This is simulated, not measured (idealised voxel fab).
process module | voxel air gaps
cross-section cut | 210 nm wide | cells 5 nm
A cross-section is a grid of square cells, given in bands from the top down. A band is one or more rows of cells.
Each band's line starts with the height of the band's top and of its bottom, in nm. Then come its materials from left to right, each with its width in nm. One material with "throughout" fills the band from edge to edge. "air" is empty space.
Height 0 is the level under which the wafer as received is all one material. The lowest band goes on downwards, as in "0 down".
A width such as "30 to 40" changes by the same amount from each row of cells to the next, from the band's top row to its bottom row.
"no change" after a step means that no cell of the cross-section changed.
closed voids: empty space of 8 cells or more with no open way to the top, each as width x height at its distance from the left edge, in nm
after a step's settings: what the simulator itself notes on the step
overlay nm, on a step with a mask: how far to the right of its planned place the mask lay; to the left if negative
plan
1 op RECEIVE | material Si
2 op CONFORMAL_DEP | material SiO2 | thk nm 15
3 op CONFORMAL_DEP | material SiCN | thk nm 5
4 op DIRECTIONAL_DEP | material SiO2 | thk nm 40
5 op DIRECTIONAL_DEP | material aC | thk nm 15
6 op PATTERN | tone open | mask id LINES | material resist | width nm 20 | pitch nm 50 | thk nm 35 | overlay nm 0
7 op DIRECTIONAL_ETCH | etch materials aC | depth nm 15
8 op STRIP | etch materials resist
9 op DIRECTIONAL_ETCH | etch materials SiO2 | depth nm 40
10 op STRIP | etch materials aC
11 op CONFORMAL_DEP | material TiN | thk nm 5
12 op FILL_DEP | material Ru | thk nm 10
13 op CMP | height nm 60
14 op EPI | material Ru | thk nm 10
15 op SELECTIVE_ETCH | etch materials SiO2 | depth nm 50
16 op CONFORMAL_DEP | material SiCN | thk nm 5
as received, after step 1
  0 down: Si throughout
  closed voids: none
a wafer at the end: this start, this plan, one mistake
  65 to 55: SiCN throughout
  55 to 0: SiO2 throughout
  0 down: Si throughout
  closed voids: none
what went wrong: steps 3 and 4 were swapped
